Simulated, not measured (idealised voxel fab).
Herein follows the process module entitled voxel transistor to metal.
Section cut is 185 nm wide and gridded with 5 nm square cells.
In what follows, cross-sections appear as grids of square cells, described through bands that run from the top down, where every band is one or more rows of cells. Per band: top height and bottom height in nm, followed by the left-to-right materials and their widths in nm; "edge to edge" marks a single material spanning edge to edge, "air" marks empty space. Height reference: 0 = level under which incoming wafer is all one material. Lowest band: no bottom, runs on downward, e.g. "0 down". Graded width ("30->40"): value in top row of band = first number; value in bottom row = second number; row-to-row change constant. "identical to before" -> step changed no cross-section cell. "Unvented cavities" - sealed voids, min. 8 cells, no opening to top; format: width x height at distance (distance from left edge; nm throughout). after a step's settings: what the simulator itself notes on the step. overlay nm: right-of-plan distance of the mask on a masked step; negative values mean left-of-plan.

-- Process steps foreseen in the plan
1) RECEIVE [material Si]
2) OXIDIZE [depth nm 5]
3) CONFORMAL_DEP [material SiN] [thk nm 10]
4) MASKED_ETCH [tone cover] [mask id ACTIVE] [width nm 115] [etch materials SiN] [depth nm 10] [overlay nm 0]
5) MASKED_ETCH [tone cover] [mask id ACTIVE] [width nm 115] [etch materials SiO2] [depth nm 5] [overlay nm 0]
6) MASKED_ETCH [tone cover] [mask id ACTIVE] [width nm 115] [etch materials Si] [depth nm 20] [overlay nm 0]
7) OXIDIZE [depth nm 5]
8) FILL_DEP [material SiO2] [thk nm 10]
9) CMP [height nm 10]
10) SELECTIVE_ETCH [etch materials SiO2] [depth nm 10]
11) STRIP [etch materials SiN]
12) SELECTIVE_ETCH [etch materials SiO2] [depth nm 5]
13) OXIDIZE [depth nm 5]
14) DIRECTIONAL_DEP [material polySi] [thk nm 25]
15) DIRECTIONAL_DEP [material SiCN] [thk nm 15]
16) PATTERN [tone cover] [mask id GATE] [material resist] [width nm 35] [thk nm 20] [overlay nm 0]
17) DIRECTIONAL_ETCH [etch materials SiCN] [depth nm 25]
18) DIRECTIONAL_ETCH [etch materials polySi] [depth nm 35]
19) STRIP [etch materials resist]
20) CONFORMAL_DEP [material SiN] [thk nm 10]
21) DIRECTIONAL_ETCH [etch materials SiN] [depth nm 10]
22) DIRECTIONAL_ETCH [etch materials SiO2] [depth nm 5]
23) DIRECTIONAL_ETCH [etch materials Si] [depth nm 15]
24) EPI [material SiGe] [thk nm 20]
25) FILL_DEP [material SiO2] [thk nm 5]
26) CMP [height nm 20]
27) STRIP [etch materials polySi]
28) SELECTIVE_ETCH [etch materials SiO2] [depth nm 5]
29) CONFORMAL_DEP [material HfO2] [thk nm 5]
30) CONFORMAL_DEP [material TiN] [thk nm 5]
31) FILL_DEP [material W] [thk nm 10]
32) CMP [height nm 15]
33) DIRECTIONAL_DEP [material SiO2] [thk nm 10]
34) PATTERN [tone open] [mask id CONTACT] [material resist] [width nm 20] [pitch nm 85] [thk nm 20] [overlay nm 0]
35) DIRECTIONAL_ETCH [etch materials SiO2] [depth nm 30]
36) STRIP [etch materials resist]
37) CONFORMAL_DEP [material TiN] [thk nm 5]
38) FILL_DEP [material W] [thk nm 10]
39) CMP [height nm 25]
40) DIRECTIONAL_DEP [material TiN] [thk nm 5]
41) DIRECTIONAL_DEP [material Ru] [thk nm 15]
42) PATTERN [tone cover] [mask id METAL_1] [material resist] [width nm 20] [pitch nm 85] [thk nm 15] [overlay nm 0]
43) DIRECTIONAL_ETCH [etch materials Ru] [depth nm 15]
44) DIRECTIONAL_ETCH [etch materials TiN] [depth nm 5]
45) STRIP [etch materials resist]
46) CONFORMAL_DEP [material SiCN] [thk nm 5]
47) FILL_DEP [material lowk] [thk nm 5]
48) CMP [height nm 45]
49) CONFORMAL_DEP [material SiCN] [thk nm 5]
50) DIRECTIONAL_DEP [material lowk] [thk nm 35]
51) MASKED_ETCH [tone open] [mask id METAL_2_HOLES] [width nm 15] [pitch nm 85] [etch materials lowk] [depth nm 35] [overlay nm 0]
52) PATTERN [tone open] [mask id METAL_2] [material resist] [width nm 20] [pitch nm 85] [thk nm 15] [overlay nm 0]
53) DIRECTIONAL_ETCH [etch materials lowk] [depth nm 20]
54) DIRECTIONAL_ETCH [etch materials SiCN] [depth nm 5]
55) STRIP [etch materials resist]
56) CONFORMAL_DEP [material TiN] [thk nm 5]
57) FILL_DEP [material Cu] [thk nm 5]
58) CMP [height nm 85]
59) CONFORMAL_DEP [material SiCN] [thk nm 5]

-- Delivered wafer in cross-section: state after step 1
> 0 down = Si edge to edge
> Unvented cavities: none

-- Look at the cross-section after the module: the wafer started out the way shown above and the plan was the one shown above, yet one mistake was made along the way
> 90 to 85 = SiCN edge to edge
> 85 to 70 = lowk 40 nm, then TiN 5 nm, then Cu 10 nm, then TiN 5 nm, then lowk 65 nm, then TiN 5 nm, then Cu 10 nm, then TiN 5 nm, then lowk 40 nm
> 70 to 65 = lowk 40 nm, then TiN 5 nm, then Cu 5 nm, then TiN 10 nm, then lowk 65 nm, then TiN 5 nm, then Cu 5 nm, then TiN 10 nm, then lowk 40 nm
> 65 to 50 = lowk 40 nm, then TiN 5 nm, then Cu 5 nm, then TiN 5 nm, then lowk 70 nm, then TiN 5 nm, then Cu 5 nm, then TiN 5 nm, then lowk 45 nm
> 50 to 45 = SiCN 40 nm, then TiN 15 nm, then SiCN 70 nm, then TiN 15 nm, then SiCN 45 nm
> 45 to 30 = lowk 35 nm, then SiCN 5 nm, then Ru 20 nm, then SiCN 5 nm, then lowk 55 nm, then SiCN 5 nm, then Ru 20 nm, then SiCN 5 nm, then lowk 35 nm
> 30 to 25 = SiCN 40 nm, then TiN 20 nm, then SiCN 65 nm, then TiN 20 nm, then SiCN 40 nm
> 25 to 20 = SiO2 40 nm, then TiN 5 nm, then W 10 nm, then TiN 5 nm, then SiO2 65 nm, then TiN 5 nm, then W 10 nm, then TiN 5 nm, then SiO2 40 nm
> 20 to 15 = SiO2 40 nm, then TiN 20 nm, then SiO2 65 nm, then TiN 20 nm, then SiO2 40 nm
> 15 to 10 = W 65 nm, then TiN 5 nm, then HfO2 5 nm, then SiN 10 nm, then SiO2 15 nm, then SiN 10 nm, then HfO2 5 nm, then TiN 5 nm, then W 65 nm
> 10 to 0 = W 65 nm, then TiN 5 nm, then HfO2 5 nm, then SiN 10 nm, then SiGe 15 nm, then SiN 10 nm, then HfO2 5 nm, then TiN 5 nm, then W 65 nm
> 0 to -5 = TiN 70 nm, then HfO2 5 nm, then SiN 10 nm, then SiGe 15 nm, then SiN 10 nm, then HfO2 5 nm, then TiN 70 nm
> -5 to -10 = HfO2 80 nm, then SiO2 5 nm, then SiGe 15 nm, then SiO2 5 nm, then HfO2 80 nm
> -10 to -25 = SiO2 40 nm, then Si 45 nm, then SiGe 15 nm, then Si 45 nm, then SiO2 40 nm
> -25 to -30 = SiO2 40 nm, then Si 105 nm, then SiO2 40 nm
> -30 down = Si edge to edge
> Unvented cavities: none
Which mistake was made when the wafer was run? step 16 was run on a setting that differed from the plan, and what really ran there is PATTERN [tone open] [mask id GATE] [material resist] [width nm 35] [thk nm 20] [overlay nm 0]
